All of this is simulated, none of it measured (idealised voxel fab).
This is a process module. Its name is voxel trench capacitor.
The width of the displayed cross-section, cut, is 255 nm; its cells are square, with a size of 5 nm.
Throughout this document, each cross-section is represented as a grid of square cells and is presented as a sequence of bands enumerated from the top downward, where a band comprises one or more rows of cells.
Band entry format. Leading values: height of top, height of bottom, nm. Remainder: materials in left-to-right order, each with its width in nm. Special words: "full width" on a single material, which then fills the band edge to edge; "empty", empty space.
The reference from which all heights are counted is 0, the level beneath which the as-received wafer is entirely one material; the lowest band, having no lower bound, proceeds downward and is written after the example "0 -> down".
Graded width ("30..40"): value in top row of band = first number; value in bottom row = second number; row-to-row change constant.
Step marked "no change occurred"? Then no cell in the cross-section changed in it.
Any empty space of 8 cells or more lacking an open way to the top shows up in "Sealed cavities" as width x height at distance, distance from the left edge, in nm.
On a step's line, text after the settings is the simulator commenting on that step.
A step's line can hold "overlay nm"; with a mask on that step, the setting says how far right of the planned place the mask lay, while a negative setting says it lay to the left.
# Steps planned for the process
| 1 | RECEIVE: material Si |
| 2 | CONFORMAL_DEP: material SiN, thk nm 10 |
| 3 | PATTERN: tone open, mask id TRENCH, material resist, width nm 15, pitch nm 50, thk nm 20, overlay nm 0 |
| 4 | DIRECTIONAL_ETCH: etch materials SiN, depth nm 10 |
| 5 | DIRECTIONAL_ETCH: etch materials Si, depth nm 30 |
| 6 | STRIP: etch materials resist |
| 7 | CONFORMAL_DEP: material Al2O3, thk nm 5 |
| 8 | CONFORMAL_DEP: material TiN, thk nm 5 |
| 9 | FILL_DEP: material W, thk nm 10 |
| 10 | CMP: height nm 10 |
Where the wafers of this document differ is in the width nm of step 3; they start out the same, and the plan states the value that applied to the first wafer.
# Received wafers, first of several: cross-section after step 1
- 0 -> down  Si full width
- Sealed cavities: none
# first wafer at the end, after step 10
- 10 -> 0  45 nm SiN; 5 nm Al2O3; 5 nm TiN; 5 nm Al2O3; 35 nm SiN; 5 nm Al2O3; 5 nm TiN; 5 nm Al2O3; 35 nm SiN; 5 nm Al2O3; 5 nm TiN; 5 nm Al2O3; 35 nm SiN; 5 nm Al2O3; 5 nm TiN; 5 nm Al2O3; 45 nm SiN
- 0 -> -25  45 nm Si; 5 nm Al2O3; 5 nm TiN; 5 nm Al2O3; 35 nm Si; 5 nm Al2O3; 5 nm TiN; 5 nm Al2O3; 35 nm Si; 5 nm Al2O3; 5 nm TiN; 5 nm Al2O3; 35 nm Si; 5 nm Al2O3; 5 nm TiN; 5 nm Al2O3; 45 nm Si
- -25 -> -30  45 nm Si; 15 nm Al2O3; 35 nm Si; 15 nm Al2O3; 35 nm Si; 15 nm Al2O3; 35 nm Si; 15 nm Al2O3; 45 nm Si
- -30 -> down  Si full width
- Sealed cavities: none
# The final wafer, sectioned at module end
- 10 -> 0  35 nm SiN; 5 nm Al2O3; 5 nm TiN; 15 nm W; 5 nm TiN; 5 nm Al2O3; 15 nm SiN; 5 nm Al2O3; 5 nm TiN; 15 nm W; 5 nm TiN; 5 nm Al2O3; 15 nm SiN; 5 nm Al2O3; 5 nm TiN; 15 nm W; 5 nm TiN; 5 nm Al2O3; 15 nm SiN; 5 nm Al2O3; 5 nm TiN; 15 nm W; 5 nm TiN; 5 nm Al2O3; 35 nm SiN
- 0 -> -20  35 nm Si; 5 nm Al2O3; 5 nm TiN; 15 nm W; 5 nm TiN; 5 nm Al2O3; 15 nm Si; 5 nm Al2O3; 5 nm TiN; 15 nm W; 5 nm TiN; 5 nm Al2O3; 15 nm Si; 5 nm Al2O3; 5 nm TiN; 15 nm W; 5 nm TiN; 5 nm Al2O3; 15 nm Si; 5 nm Al2O3; 5 nm TiN; 15 nm W; 5 nm TiN; 5 nm Al2O3; 35 nm Si
- -20 -> -25  35 nm Si; 5 nm Al2O3; 25 nm TiN; 5 nm Al2O3; 15 nm Si; 5 nm Al2O3; 25 nm TiN; 5 nm Al2O3; 15 nm Si; 5 nm Al2O3; 25 nm TiN; 5 nm Al2O3; 15 nm Si; 5 nm Al2O3; 25 nm TiN; 5 nm Al2O3; 35 nm Si
- -25 -> -30  35 nm Si; 35 nm Al2O3; 15 nm Si; 35 nm Al2O3; 15 nm Si; 35 nm Al2O3; 15 nm Si; 35 nm Al2O3; 35 nm Si
- -30 -> down  Si full width
- Sealed cavities: none
# Where each wafer stands at the end of the module, a row apiece: cells of each material gained (+) or lost (-) since it was received, then closed voids
width nm 15; +68 Al2O3; -72 Si; +78 SiN; +28 TiN; Sealed cavities: none
width nm 20; +72 Al2O3; -96 Si; +70 SiN; +56 TiN; Sealed cavities: none
width nm 25; +76 Al2O3; -120 Si; +62 SiN; +60 TiN; +24 W; Sealed cavities: none
width nm 30; +80 Al2O3; -144 Si; +54 SiN; +64 TiN; +48 W; Sealed cavities: none
width nm 35; +84 Al2O3; -168 Si; +46 SiN; +68 TiN; +72 W; Sealed cavities: none
